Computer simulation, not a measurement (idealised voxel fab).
You're looking at the process module voxel transistor to metal.
Cross-sectional view cut (width: 205 nm; square cell size: 5 nm).
This document writes a cross-section as a grid whose cells are square, and gives it as bands, listed from the top down; one or more rows of cells form a band.
Top height, bottom height, nm. Materials left to right, width each, nm. Single material + "everywhere" = fills band edge to edge. "blank" = empty.
Heights are expressed relative to 0, this being the level below which the as-received wafer comprises one material exclusively. The lowest band is unbounded in the downward direction and is denoted as in "0 down".
The notation "30->40" denotes a width that varies across the rows of cells in the band, beginning at the first number in the top row, finishing at the second number in the bottom row, and changing by an identical amount from each row to the next.
Where the words "no modifications" appear for a step, the cross-section shows no cell changed by that step; every cell remained as before.
Empty spaces without an open route to the top, at least 8 cells in extent, make up the entry "closed voids"; each is given as width x height at distance, where the distance is measured from the left edge, and all are in nm.
The remark found on a step's line after its settings is issued by the simulator itself and pertains to that step.
When a step includes a mask, the "overlay nm" setting on its line states how far to the right of its planned place that mask lay, and negative values state how far to the left.

Plan:
step 1: RECEIVE,material Si
step 2: CONFORMAL_DEP,material SiO2,thk nm 5
step 3: CONFORMAL_DEP,material SiN,thk nm 15
step 4: DIRECTIONAL_DEP,material aC,thk nm 15
step 5: PATTERN,tone cover,mask id ACTIVE,material resist,width nm 115,thk nm 35,overlay nm 0
step 6: DIRECTIONAL_ETCH,etch materials aC,depth nm 15
step 7: STRIP,etch materials resist
step 8: DIRECTIONAL_ETCH,etch materials SiN,depth nm 15
step 9: DIRECTIONAL_ETCH,etch materials SiO2,depth nm 5
step 10: DIRECTIONAL_ETCH,etch materials Si,depth nm 30
step 11: STRIP,etch materials aC
step 12: OXIDIZE,depth nm 5
step 13: FILL_DEP,material SiO2,thk nm 5
step 14: CMP,height nm 20
step 15: SELECTIVE_ETCH,etch materials SiO2,depth nm 15
step 16: STRIP,etch materials SiN
step 17: SELECTIVE_ETCH,etch materials SiO2,depth nm 5
step 18: OXIDIZE,depth nm 5
step 19: DIRECTIONAL_DEP,material polySi,thk nm 20
step 20: DIRECTIONAL_DEP,material SiCN,thk nm 15
step 21: PATTERN,tone cover,mask id GATE,material resist,width nm 25,thk nm 20,overlay nm 0
step 22: DIRECTIONAL_ETCH,etch materials SiCN,depth nm 25
step 23: DIRECTIONAL_ETCH,etch materials polySi,depth nm 30
step 24: STRIP,etch materials resist
step 25: CONFORMAL_DEP,material SiO2,thk nm 5
step 26: DIRECTIONAL_ETCH,etch materials SiO2,depth nm 5
step 27: CONFORMAL_DEP,material SiN,thk nm 5
step 28: DIRECTIONAL_ETCH,etch materials SiN,depth nm 5
step 29: DIRECTIONAL_ETCH,etch materials SiO2,depth nm 5
step 30: DIRECTIONAL_ETCH,etch materials Si,depth nm 10
step 31: EPI,material pSi,thk nm 15
step 32: FILL_DEP,material SiO2,thk nm 5
step 33: CMP,height nm 35
step 34: DIRECTIONAL_DEP,material SiO2,thk nm 15
step 35: PATTERN,tone open,mask id CONTACT,material resist,width nm 20,pitch nm 75,thk nm 20,overlay nm 0
step 36: DIRECTIONAL_ETCH,etch materials SiO2,depth nm 50
step 37: STRIP,etch materials resist
step 38: CONFORMAL_DEP,material TiN,thk nm 5
step 39: FILL_DEP,material Ru,thk nm 5
step 40: CMP,height nm 50
step 41: CONFORMAL_DEP,material SiN,thk nm 5
step 42: DIRECTIONAL_DEP,material lowk,thk nm 15
step 43: PATTERN,tone open,mask id METAL_1,material resist,width nm 20,pitch nm 75,thk nm 15,overlay nm 0
step 44: DIRECTIONAL_ETCH,etch materials lowk,depth nm 15
step 45: DIRECTIONAL_ETCH,etch materials SiN,depth nm 5
step 46: STRIP,etch materials resist
step 47: CONFORMAL_DEP,material TiN,thk nm 5
step 48: FILL_DEP,material W,thk nm 5
step 49: CMP,height nm 70
step 50: CONFORMAL_DEP,material SiN,thk nm 5

On the first of the two wafers: run conducted according to plan:

This is the cross-section of the wafer as we received it, i.e. after step 1:
* 0 down  Si everywhere
* closed voids: none

Upon completion of step 2, the wafer appears in cross-section as shown:
* 5 to 0  SiO2 everywhere
* Under 0: no change, same as before.

Upon completion of step 3, the wafer appears in cross-section as shown:
* 20 to 5  SiN everywhere
* Under 5: no change, same as before.

Upon completion of step 4, the wafer appears in cross-section as shown:
* 35 to 20  aC everywhere
* Under 20: no change, same as before.

Upon completion of step 5, the wafer appears in cross-section as shown:
* 70 to 35  45 nm blank, then 115 nm resist, then 45 nm blank
* Under 35: no change, same as before.

Upon completion of step 6, the wafer appears in cross-section as shown:
* 55 to 35  45 nm blank, then 115 nm resist, then 45 nm blank
* 35 to 20  45 nm blank, then 115 nm aC, then 45 nm blank
* Under 20: no change, same as before.

Upon completion of step 7, the wafer appears in cross-section as shown:
* 35 to 20  45 nm blank, then 115 nm aC, then 45 nm blank
* Under 20: no change, same as before.

Upon completion of step 8, the wafer appears in cross-section as shown:
* 35 to 20  45 nm blank, then 115 nm aC, then 45 nm blank
* 20 to 5  45 nm blank, then 115 nm SiN, then 45 nm blank
* Under 5: no change, same as before.

Upon completion of step 9, the wafer appears in cross-section as shown:
* 35 to 20  45 nm blank, then 115 nm aC, then 45 nm blank
* 20 to 5  45 nm blank, then 115 nm SiN, then 45 nm blank
* 5 to 0  45 nm blank, then 115 nm SiO2, then 45 nm blank
* Under 0: no change, same as before.

Upon completion of step 10, the wafer appears in cross-section as shown:
* 35 to 20  45 nm blank, then 115 nm aC, then 45 nm blank
* 20 to 5  45 nm blank, then 115 nm SiN, then 45 nm blank
* 5 to 0  45 nm blank, then 115 nm SiO2, then 45 nm blank
* 0 to -30  45 nm blank, then 115 nm Si, then 45 nm blank
* Under -30: no change, same as before.

Upon completion of step 11, the wafer appears in cross-section as shown:
* 20 to 5  45 nm blank, then 115 nm SiN, then 45 nm blank
* Under 5: no change, same as before.

Upon completion of step 12, the wafer appears in cross-section as shown:
* 20 to 5  45 nm blank, then 115 nm SiN, then 45 nm blank
* 5 to 0  45 nm blank, then 115 nm SiO2, then 45 nm blank
* 0 to -30  45 nm blank, then 5 nm SiO2, then 105 nm Si, then 5 nm SiO2, then 45 nm blank
* -30 to -35  50 nm SiO2, then 105 nm Si, then 50 nm SiO2
* Under -35: no change, same as before.

Upon completion of step 13, the wafer appears in cross-section as shown:
* 25 to 20  SiO2 everywhere
* 20 to 5  45 nm SiO2, then 115 nm SiN, then 45 nm SiO2
* 5 to 0  SiO2 everywhere
* 0 to -35  50 nm SiO2, then 105 nm Si, then 50 nm SiO2
* Under -35: no change, same as before.

Upon completion of step 14, the wafer appears in cross-section as shown:
* 20 to 5  45 nm SiO2, then 115 nm SiN, then 45 nm SiO2
* Under 5: no change, same as before.

Upon completion of step 15, the wafer appears in cross-section as shown:
* 20 to 5  45 nm blank, then 115 nm SiN, then 45 nm blank
* Under 5: no change, same as before.

Upon completion of step 16, the wafer appears in cross-section as shown:
* 5 to 0  SiO2 everywhere
* Under 0: no change, same as before.

Upon completion of step 17, the wafer appears in cross-section as shown:
* 0 to -35  50 nm SiO2, then 105 nm Si, then 50 nm SiO2
* Under -35: no change, same as before.

Upon completion of step 18, the wafer appears in cross-section as shown:
* 0 to -5  SiO2 everywhere
* Under -5: no change, same as before.

Upon completion of step 19, the wafer appears in cross-section as shown:
* 20 to 0  polySi everywhere
* Under 0: no change, same as before.

Upon completion of step 20, the wafer appears in cross-section as shown:
* 35 to 20  SiCN everywhere
* Under 20: no change, same as before.

Upon completion of step 21, the wafer appears in cross-section as shown:
* 55 to 35  90 nm blank, then 25 nm resist, then 90 nm blank
* Under 35: no change, same as before.

Upon completion of step 22, the wafer appears in cross-section as shown:
* 55 to 35  90 nm blank, then 25 nm resist, then 90 nm blank
* 35 to 20  90 nm blank, then 25 nm SiCN, then 90 nm blank
* Under 20: no change, same as before.

Upon completion of step 23, the wafer appears in cross-section as shown:
* 55 to 35  90 nm blank, then 25 nm resist, then 90 nm blank
* 35 to 20  90 nm blank, then 25 nm SiCN, then 90 nm blank
* 20 to 0  90 nm blank, then 25 nm polySi, then 90 nm blank
* Under 0: no change, same as before.

Upon completion of step 24, the wafer appears in cross-section as shown:
* 35 to 20  90 nm blank, then 25 nm SiCN, then 90 nm blank
* Under 20: no change, same as before.

Upon completion of step 25, the wafer appears in cross-section as shown:
* 40 to 35  85 nm blank, then 35 nm SiO2, then 85 nm blank
* 35 to 20  85 nm blank, then 5 nm SiO2, then 25 nm SiCN, then 5 nm SiO2, then 85 nm blank
* 20 to 5  85 nm blank, then 5 nm SiO2, then 25 nm polySi, then 5 nm SiO2, then 85 nm blank
* 5 to 0  90 nm SiO2, then 25 nm polySi, then 90 nm SiO2
* Under 0: no change, same as before.

Upon completion of step 26, the wafer appears in cross-section as shown:
* 35 to 20  85 nm blank, then 5 nm SiO2, then 25 nm SiCN, then 5 nm SiO2, then 85 nm blank
* 20 to 0  85 nm blank, then 5 nm SiO2, then 25 nm polySi, then 5 nm SiO2, then 85 nm blank
* Under 0: no change, same as before.

Upon completion of step 27, the wafer appears in cross-section as shown:
* 40 to 35  80 nm blank, then 45 nm SiN, then 80 nm blank
* 35 to 20  80 nm blank, then 5 nm SiN, then 5 nm SiO2, then 25 nm SiCN, then 5 nm SiO2, then 5 nm SiN, then 80 nm blank
* 20 to 5  80 nm blank, then 5 nm SiN, then 5 nm SiO2, then 25 nm polySi, then 5 nm SiO2, then 5 nm SiN, then 80 nm blank
* 5 to 0  85 nm SiN, then 5 nm SiO2, then 25 nm polySi, then 5 nm SiO2, then 85 nm SiN
* Under 0: no change, same as before.

Upon completion of step 28, the wafer appears in cross-section as shown:
* 35 to 20  80 nm blank, then 5 nm SiN, then 5 nm SiO2, then 25 nm SiCN, then 5 nm SiO2, then 5 nm SiN, then 80 nm blank
* 20 to 0  80 nm blank, then 5 nm SiN, then 5 nm SiO2, then 25 nm polySi, then 5 nm SiO2, then 5 nm SiN, then 80 nm blank
* Under 0: no change, same as before.

Upon completion of step 29, the wafer appears in cross-section as shown:
* 35 to 30  80 nm blank, then 5 nm SiN, then 5 nm blank, then 25 nm SiCN, then 5 nm blank, then 5 nm SiN, then 80 nm blank
* 30 to 20  80 nm blank, then 5 nm SiN, then 5 nm SiO2, then 25 nm SiCN, then 5 nm SiO2, then 5 nm SiN, then 80 nm blank
* 20 to 0  80 nm blank, then 5 nm SiN, then 5 nm SiO2, then 25 nm polySi, then 5 nm SiO2, then 5 nm SiN, then 80 nm blank
* 0 to -5  80 nm blank, then 45 nm SiO2, then 80 nm blank
* Under -5: no change, same as before.

Upon completion of step 30, the wafer appears in cross-section as shown:
* 35 to 30  80 nm blank, then 5 nm SiN, then 5 nm blank, then 25 nm SiCN, then 5 nm blank, then 5 nm SiN, then 80 nm blank
* 30 to 20  80 nm blank, then 5 nm SiN, then 5 nm SiO2, then 25 nm SiCN, then 5 nm SiO2, then 5 nm SiN, then 80 nm blank
* 20 to 0  80 nm blank, then 5 nm SiN, then 5 nm SiO2, then 25 nm polySi, then 5 nm SiO2, then 5 nm SiN, then 80 nm blank
* 0 to -5  80 nm blank, then 45 nm SiO2, then 80 nm blank
* -5 to -15  50 nm SiO2, then 30 nm blank, then 45 nm Si, then 30 nm blank, then 50 nm SiO2
* Under -15: no change, same as before.

Upon completion of step 31, the wafer appears in cross-section as shown:
* 35 to 30  80 nm blank, then 5 nm SiN, then 5 nm blank, then 25 nm SiCN, then 5 nm blank, then 5 nm SiN, then 80 nm blank
* 30 to 20  80 nm blank, then 5 nm SiN, then 5 nm SiO2, then 25 nm SiCN, then 5 nm SiO2, then 5 nm SiN, then 80 nm blank
* 20 to 10  80 nm blank, then 5 nm SiN, then 5 nm SiO2, then 25 nm polySi, then 5 nm SiO2, then 5 nm SiN, then 80 nm blank
* 10 to 0  65 nm blank, then 15 nm pSi, then 5 nm SiN, then 5 nm SiO2, then 25 nm polySi, then 5 nm SiO2, then 5 nm SiN, then 15 nm pSi, then 65 nm blank
* 0 to -5  45 nm blank, then 35 nm pSi, then 45 nm SiO2, then 35 nm pSi, then 45 nm blank
* -5 to -15  50 nm SiO2, then 30 nm pSi, then 45 nm Si, then 30 nm pSi, then 50 nm SiO2
* Under -15: no change, same as before.

Upon completion of step 32, the wafer appears in cross-section as shown:
* 40 to 35  SiO2 everywhere
* 35 to 20  80 nm SiO2, then 5 nm SiN, then 5 nm SiO2, then 25 nm SiCN, then 5 nm SiO2, then 5 nm SiN, then 80 nm SiO2
* 20 to 10  80 nm SiO2, then 5 nm SiN, then 5 nm SiO2, then 25 nm polySi, then 5 nm SiO2, then 5 nm SiN, then 80 nm SiO2
* 10 to 0  65 nm SiO2, then 15 nm pSi, then 5 nm SiN, then 5 nm SiO2, then 25 nm polySi, then 5 nm SiO2, then 5 nm SiN, then 15 nm pSi, then 65 nm SiO2
* 0 to -5  45 nm SiO2, then 35 nm pSi, then 45 nm SiO2, then 35 nm pSi, then 45 nm SiO2
* Under -5: no change, same as before.

Upon completion of step 33, the wafer appears in cross-section as shown:
* 35 to 20  80 nm SiO2, then 5 nm SiN, then 5 nm SiO2, then 25 nm SiCN, then 5 nm SiO2, then 5 nm SiN, then 80 nm SiO2
* Under 20: no change, same as before.

Upon completion of step 34, the wafer appears in cross-section as shown:
* 50 to 35  SiO2 everywhere
* Under 35: no change, same as before.

Upon completion of step 35, the wafer appears in cross-section as shown:
* 70 to 50  55 nm resist, then 20 nm blank, then 55 nm resist, then 20 nm blank, then 55 nm resist
* Under 50: no change, same as before.

Upon completion of step 36, the wafer appears in cross-section as shown:
* 70 to 50  55 nm resist, then 20 nm blank, then 55 nm resist, then 20 nm blank, then 55 nm resist
* 50 to 35  55 nm SiO2, then 20 nm blank, then 55 nm SiO2, then 20 nm blank, then 55 nm SiO2
* 35 to 20  55 nm SiO2, then 20 nm blank, then 5 nm SiO2, then 5 nm SiN, then 5 nm SiO2, then 25 nm SiCN, then 5 nm SiO2, then 5 nm SiN, then 5 nm SiO2, then 20 nm blank, then 55 nm SiO2
* 20 to 10  55 nm SiO2, then 20 nm blank, then 5 nm SiO2, then 5 nm SiN, then 5 nm SiO2, then 25 nm polySi, then 5 nm SiO2, then 5 nm SiN, then 5 nm SiO2, then 20 nm blank, then 55 nm SiO2
* 10 to 0  55 nm SiO2, then 10 nm blank, then 15 nm pSi, then 5 nm SiN, then 5 nm SiO2, then 25 nm polySi, then 5 nm SiO2, then 5 nm SiN, then 15 nm pSi, then 10 nm blank, then 55 nm SiO2
* Under 0: no change, same as before.

Upon completion of step 37, the wafer appears in cross-section as shown:
* 50 to 35  55 nm SiO2, then 20 nm blank, then 55 nm SiO2, then 20 nm blank, then 55 nm SiO2
* Under 35: no change, same as before.

Upon completion of step 38, the wafer appears in cross-section as shown:
* 55 to 50  60 nm TiN, then 10 nm blank, then 65 nm TiN, then 10 nm blank, then 60 nm TiN
* 50 to 35  55 nm SiO2, then 5 nm TiN, then 10 nm blank, then 5 nm TiN, then 55 nm SiO2, then 5 nm TiN, then 10 nm blank, then 5 nm TiN, then 55 nm SiO2
* 35 to 20  55 nm SiO2, then 5 nm TiN, then 10 nm blank, then 5 nm TiN, then 5 nm SiO2, then 5 nm SiN, then 5 nm SiO2, then 25 nm SiCN, then 5 nm SiO2, then 5 nm SiN, then 5 nm SiO2, then 5 nm TiN, then 10 nm blank, then 5 nm TiN, then 55 nm SiO2
* 20 to 15  55 nm SiO2, then 5 nm TiN, then 10 nm blank, then 5 nm TiN, then 5 nm SiO2, then 5 nm SiN, then 5 nm SiO2, then 25 nm polySi, then 5 nm SiO2, then 5 nm SiN, then 5 nm SiO2, then 5 nm TiN, then 10 nm blank, then 5 nm TiN, then 55 nm SiO2
* 15 to 10  55 nm SiO2, then 20 nm TiN, then 5 nm SiO2, then 5 nm SiN, then 5 nm SiO2, then 25 nm polySi, then 5 nm SiO2, then 5 nm SiN, then 5 nm SiO2, then 20 nm TiN, then 55 nm SiO2
* 10 to 0  55 nm SiO2, then 10 nm TiN, then 15 nm pSi, then 5 nm SiN, then 5 nm SiO2, then 25 nm polySi, then 5 nm SiO2, then 5 nm SiN, then 15 nm pSi, then 10 nm TiN, then 55 nm SiO2
* Under 0: no change, same as before.

Upon completion of step 39, the wafer appears in cross-section as shown:
* 60 to 55  Ru everywhere
* 55 to 50  60 nm TiN, then 10 nm Ru, then 65 nm TiN, then 10 nm Ru, then 60 nm TiN
* 50 to 35  55 nm SiO2, then 5 nm TiN, then 10 nm Ru, then 5 nm TiN, then 55 nm SiO2, then 5 nm TiN, then 10 nm Ru, then 5 nm TiN, then 55 nm SiO2
* 35 to 20  55 nm SiO2, then 5 nm TiN, then 10 nm Ru, then 5 nm TiN, then 5 nm SiO2, then 5 nm SiN, then 5 nm SiO2, then 25 nm SiCN, then 5 nm SiO2, then 5 nm SiN, then 5 nm SiO2, then 5 nm TiN, then 10 nm Ru, then 5 nm TiN, then 55 nm SiO2
* 20 to 15  55 nm SiO2, then 5 nm TiN, then 10 nm Ru, then 5 nm TiN, then 5 nm SiO2, then 5 nm SiN, then 5 nm SiO2, then 25 nm polySi, then 5 nm SiO2, then 5 nm SiN, then 5 nm SiO2, then 5 nm TiN, then 10 nm Ru, then 5 nm TiN, then 55 nm SiO2
* Under 15: no change, same as before.

Upon completion of step 40, the wafer appears in cross-section as shown:
* 50 to 35  55 nm SiO2, then 5 nm TiN, then 10 nm Ru, then 5 nm TiN, then 55 nm SiO2, then 5 nm TiN, then 10 nm Ru, then 5 nm TiN, then 55 nm SiO2
* Under 35: no change, same as before.

Upon completion of step 41, the wafer appears in cross-section as shown:
* 55 to 50  SiN everywhere
* Under 50: no change, same as before.

Upon completion of step 42, the wafer appears in cross-section as shown:
* 70 to 55  lowk everywhere
* Under 55: no change, same as before.

Upon completion of step 43, the wafer appears in cross-section as shown:
* 85 to 70  55 nm resist, then 20 nm blank, then 55 nm resist, then 20 nm blank, then 55 nm resist
* Under 70: no change, same as before.

Upon completion of step 44, the wafer appears in cross-section as shown:
* 85 to 70  55 nm resist, then 20 nm blank, then 55 nm resist, then 20 nm blank, then 55 nm resist
* 70 to 55  55 nm lowk, then 20 nm blank, then 55 nm lowk, then 20 nm blank, then 55 nm lowk
* Under 55: no change, same as before.

Upon completion of step 45, the wafer appears in cross-section as shown:
* 85 to 70  55 nm resist, then 20 nm blank, then 55 nm resist, then 20 nm blank, then 55 nm resist
* 70 to 55  55 nm lowk, then 20 nm blank, then 55 nm lowk, then 20 nm blank, then 55 nm lowk
* 55 to 50  55 nm SiN, then 20 nm blank, then 55 nm SiN, then 20 nm blank, then 55 nm SiN
* Under 50: no change, same as before.

Upon completion of step 46, the wafer appears in cross-section as shown:
* 70 to 55  55 nm lowk, then 20 nm blank, then 55 nm lowk, then 20 nm blank, then 55 nm lowk
* Under 55: no change, same as before.

Upon completion of step 47, the wafer appears in cross-section as shown:
* 75 to 70  60 nm TiN, then 10 nm blank, then 65 nm TiN, then 10 nm blank, then 60 nm TiN
* 70 to 55  55 nm lowk, then 5 nm TiN, then 10 nm blank, then 5 nm TiN, then 55 nm lowk, then 5 nm TiN, then 10 nm blank, then 5 nm TiN, then 55 nm lowk
* 55 to 50  55 nm SiN, then 20 nm TiN, then 55 nm SiN, then 20 nm TiN, then 55 nm SiN
* Under 50: no change, same as before.

Upon completion of step 48, the wafer appears in cross-section as shown:
* 80 to 75  W everywhere
* 75 to 70  60 nm TiN, then 10 nm W, then 65 nm TiN, then 10 nm W, then 60 nm TiN
* 70 to 55  55 nm lowk, then 5 nm TiN, then 10 nm W, then 5 nm TiN, then 55 nm lowk, then 5 nm TiN, then 10 nm W, then 5 nm TiN, then 55 nm lowk
* Under 55: no change, same as before.

Upon completion of step 49, the wafer appears in cross-section as shown:
* 70 to 55  55 nm lowk, then 5 nm TiN, then 10 nm W, then 5 nm TiN, then 55 nm lowk, then 5 nm TiN, then 10 nm W, then 5 nm TiN, then 55 nm lowk
* Under 55: no change, same as before.

Upon completion of step 50, the wafer appears in cross-section as shown:
* 75 to 70  SiN everywhere
* Under 70: no change, same as before.

Okay, second wafer. Nothing different at the start, nothing different in the plan, just one mistake somewhere in the running. As far as step 19, counting that step, it's the first wafer all over again:

Here is the second wafer in cross-section at the point where step 20 of the plan should have been done:
* 50 to 20  SiCN everywhere
* Under 20: no change, same as before.

Here is the second wafer in cross-section at the point where step 21 of the plan should have been done:
* 70 to 50  90 nm blank, then 25 nm resist, then 90 nm blank
* Under 50: no change, same as before.

Here is the second wafer in cross-section at the point where step 22 of the plan should have been done:
* 70 to 50  90 nm blank, then 25 nm resist, then 90 nm blank
* 50 to 25  90 nm blank, then 25 nm SiCN, then 90 nm blank
* Under 25: no change, same as before.

Here is the second wafer in cross-section at the point where step 23 of the plan should have been done: no modifications

Here is the second wafer in cross-section at the point where step 24 of the plan should have been done:
* 50 to 25  90 nm blank, then 25 nm SiCN, then 90 nm blank
* Under 25: no change, same as before.

Here is the second wafer in cross-section at the point where step 25 of the plan should have been done:
* 55 to 50  85 nm blank, then 35 nm SiO2, then 85 nm blank
* 50 to 30  85 nm blank, then 5 nm SiO2, then 25 nm SiCN, then 5 nm SiO2, then 85 nm blank
* 30 to 25  90 nm SiO2, then 25 nm SiCN, then 90 nm SiO2
* Under 25: no change, same as before.

Here is the second wafer in cross-section at the point where step 26 of the plan should have been done:
* 50 to 25  85 nm blank, then 5 nm SiO2, then 25 nm SiCN, then 5 nm SiO2, then 85 nm blank
* Under 25: no change, same as before.

Here is the second wafer in cross-section at the point where step 27 of the plan should have been done:
* 55 to 50  80 nm blank, then 45 nm SiN, then 80 nm blank
* 50 to 30  80 nm blank, then 5 nm SiN, then 5 nm SiO2, then 25 nm SiCN, then 5 nm SiO2, then 5 nm SiN, then 80 nm blank
* 30 to 25  85 nm SiN, then 5 nm SiO2, then 25 nm SiCN, then 5 nm SiO2, then 85 nm SiN
* Under 25: no change, same as before.

Here is the second wafer in cross-section at the point where step 28 of the plan should have been done:
* 50 to 25  80 nm blank, then 5 nm SiN, then 5 nm SiO2, then 25 nm SiCN, then 5 nm SiO2, then 5 nm SiN, then 80 nm blank
* Under 25: no change, same as before.

Here is the second wafer in cross-section at the point where step 29 of the plan should have been done:
* 50 to 45  80 nm blank, then 5 nm SiN, then 5 nm blank, then 25 nm SiCN, then 5 nm blank, then 5 nm SiN, then 80 nm blank
* Under 45: no change, same as before.

Here is the second wafer in cross-section at the point where step 30 of the plan should have been done: no modifications

Here is the second wafer in cross-section at the point where step 31 of the plan should have been done: no modifications

Here is the second wafer in cross-section at the point where step 32 of the plan should have been done:
* 55 to 50  SiO2 everywhere
* 50 to 25  80 nm SiO2, then 5 nm SiN, then 5 nm SiO2, then 25 nm SiCN, then 5 nm SiO2, then 5 nm SiN, then 80 nm SiO2
* Under 25: no change, same as before.

Here is the second wafer in cross-section at the point where step 33 of the plan should have been done:
* 35 to 25  80 nm SiO2, then 5 nm SiN, then 5 nm SiO2, then 25 nm SiCN, then 5 nm SiO2, then 5 nm SiN, then 80 nm SiO2
* Under 25: no change, same as before.

Here is the second wafer in cross-section at the point where step 34 of the plan should have been done:
* 50 to 35  SiO2 everywhere
* Under 35: no change, same as before.

Here is the second wafer in cross-section at the point where step 35 of the plan should have been done:
* 70 to 50  55 nm resist, then 20 nm blank, then 55 nm resist, then 20 nm blank, then 55 nm resist
* Under 50: no change, same as before.

Here is the second wafer in cross-section at the point where step 36 of the plan should have been done:
* 70 to 50  55 nm resist, then 20 nm blank, then 55 nm resist, then 20 nm blank, then 55 nm resist
* 50 to 35  55 nm SiO2, then 20 nm blank, then 55 nm SiO2, then 20 nm blank, then 55 nm SiO2
* 35 to 25  55 nm SiO2, then 20 nm blank, then 5 nm SiO2, then 5 nm SiN, then 5 nm SiO2, then 25 nm SiCN, then 5 nm SiO2, then 5 nm SiN, then 5 nm SiO2, then 20 nm blank, then 55 nm SiO2
* Under 25: no change, same as before.

Here is the second wafer in cross-section at the point where step 37 of the plan should have been done:
* 50 to 35  55 nm SiO2, then 20 nm blank, then 55 nm SiO2, then 20 nm blank, then 55 nm SiO2
* Under 35: no change, same as before.

Here is the second wafer in cross-section at the point where step 38 of the plan should have been done:
* 55 to 50  60 nm TiN, then 10 nm blank, then 65 nm TiN, then 10 nm blank, then 60 nm TiN
* 50 to 35  55 nm SiO2, then 5 nm TiN, then 10 nm blank, then 5 nm TiN, then 55 nm SiO2, then 5 nm TiN, then 10 nm blank, then 5 nm TiN, then 55 nm SiO2
* 35 to 30  55 nm SiO2, then 5 nm TiN, then 10 nm blank, then 5 nm TiN, then 5 nm SiO2, then 5 nm SiN, then 5 nm SiO2, then 25 nm SiCN, then 5 nm SiO2, then 5 nm SiN, then 5 nm SiO2, then 5 nm TiN, then 10 nm blank, then 5 nm TiN, then 55 nm SiO2
* 30 to 25  55 nm SiO2, then 20 nm TiN, then 5 nm SiO2, then 5 nm SiN, then 5 nm SiO2, then 25 nm SiCN, then 5 nm SiO2, then 5 nm SiN, then 5 nm SiO2, then 20 nm TiN, then 55 nm SiO2
* Under 25: no change, same as before.

Here is the second wafer in cross-section at the point where step 39 of the plan should have been done:
* 60 to 55  Ru everywhere
* 55 to 50  60 nm TiN, then 10 nm Ru, then 65 nm TiN, then 10 nm Ru, then 60 nm TiN
* 50 to 35  55 nm SiO2, then 5 nm TiN, then 10 nm Ru, then 5 nm TiN, then 55 nm SiO2, then 5 nm TiN, then 10 nm Ru, then 5 nm TiN, then 55 nm SiO2
* 35 to 30  55 nm SiO2, then 5 nm TiN, then 10 nm Ru, then 5 nm TiN, then 5 nm SiO2, then 5 nm SiN, then 5 nm SiO2, then 25 nm SiCN, then 5 nm SiO2, then 5 nm SiN, then 5 nm SiO2, then 5 nm TiN, then 10 nm Ru, then 5 nm TiN, then 55 nm SiO2
* Under 30: no change, same as before.

Here is the second wafer in cross-section at the point where step 40 of the plan should have been done:
* 50 to 35  55 nm SiO2, then 5 nm TiN, then 10 nm Ru, then 5 nm TiN, then 55 nm SiO2, then 5 nm TiN, then 10 nm Ru, then 5 nm TiN, then 55 nm SiO2
* Under 35: no change, same as before.

Here is the second wafer in cross-section at the point where step 41 of the plan should have been done:
* 55 to 50  SiN everywhere
* Under 50: no change, same as before.

Here is the second wafer in cross-section at the point where step 42 of the plan should have been done:
* 70 to 55  lowk everywhere
* Under 55: no change, same as before.

Here is the second wafer in cross-section at the point where step 43 of the plan should have been done:
* 85 to 70  55 nm resist, then 20 nm blank, then 55 nm resist, then 20 nm blank, then 55 nm resist
* Under 70: no change, same as before.

Here is the second wafer in cross-section at the point where step 44 of the plan should have been done:
* 85 to 70  55 nm resist, then 20 nm blank, then 55 nm resist, then 20 nm blank, then 55 nm resist
* 70 to 55  55 nm lowk, then 20 nm blank, then 55 nm lowk, then 20 nm blank, then 55 nm lowk
* Under 55: no change, same as before.

Here is the second wafer in cross-section at the point where step 45 of the plan should have been done:
* 85 to 70  55 nm resist, then 20 nm blank, then 55 nm resist, then 20 nm blank, then 55 nm resist
* 70 to 55  55 nm lowk, then 20 nm blank, then 55 nm lowk, then 20 nm blank, then 55 nm lowk
* 55 to 50  55 nm SiN, then 20 nm blank, then 55 nm SiN, then 20 nm blank, then 55 nm SiN
* Under 50: no change, same as before.

Here is the second wafer in cross-section at the point where step 46 of the plan should have been done:
* 70 to 55  55 nm lowk, then 20 nm blank, then 55 nm lowk, then 20 nm blank, then 55 nm lowk
* Under 55: no change, same as before.

Here is the second wafer in cross-section at the point where step 47 of the plan should have been done:
* 75 to 70  60 nm TiN, then 10 nm blank, then 65 nm TiN, then 10 nm blank, then 60 nm TiN
* 70 to 55  55 nm lowk, then 5 nm TiN, then 10 nm blank, then 5 nm TiN, then 55 nm lowk, then 5 nm TiN, then 10 nm blank, then 5 nm TiN, then 55 nm lowk
* 55 to 50  55 nm SiN, then 20 nm TiN, then 55 nm SiN, then 20 nm TiN, then 55 nm SiN
* Under 50: no change, same as before.

Here is the second wafer in cross-section at the point where step 48 of the plan should have been done:
* 80 to 75  W everywhere
* 75 to 70  60 nm TiN, then 10 nm W, then 65 nm TiN, then 10 nm W, then 60 nm TiN
* 70 to 55  55 nm lowk, then 5 nm TiN, then 10 nm W, then 5 nm TiN, then 55 nm lowk, then 5 nm TiN, then 10 nm W, then 5 nm TiN, then 55 nm lowk
* Under 55: no change, same as before.

Here is the second wafer in cross-section at the point where step 49 of the plan should have been done:
* 70 to 55  55 nm lowk, then 5 nm TiN, then 10 nm W, then 5 nm TiN, then 55 nm lowk, then 5 nm TiN, then 10 nm W, then 5 nm TiN, then 55 nm lowk
* Under 55: no change, same as before.

Here is the second wafer in cross-section at the point where step 50 of the plan should have been done:
* 75 to 70  SiN everywhere
* Under 70: no change, same as before.
Which mistake was made when the wafer was run? the plan's step 20 ran twice
Wrapping up, a cell-based count of both wafers puts the second over or under the first for these materials: 12 fewer of Ru, 24 more of Si, 36 more of SiCN, 10 fewer of SiN, 112 fewer of SiO2, 20 fewer of TiN, 50 fewer of pSi, 144 more of polySi
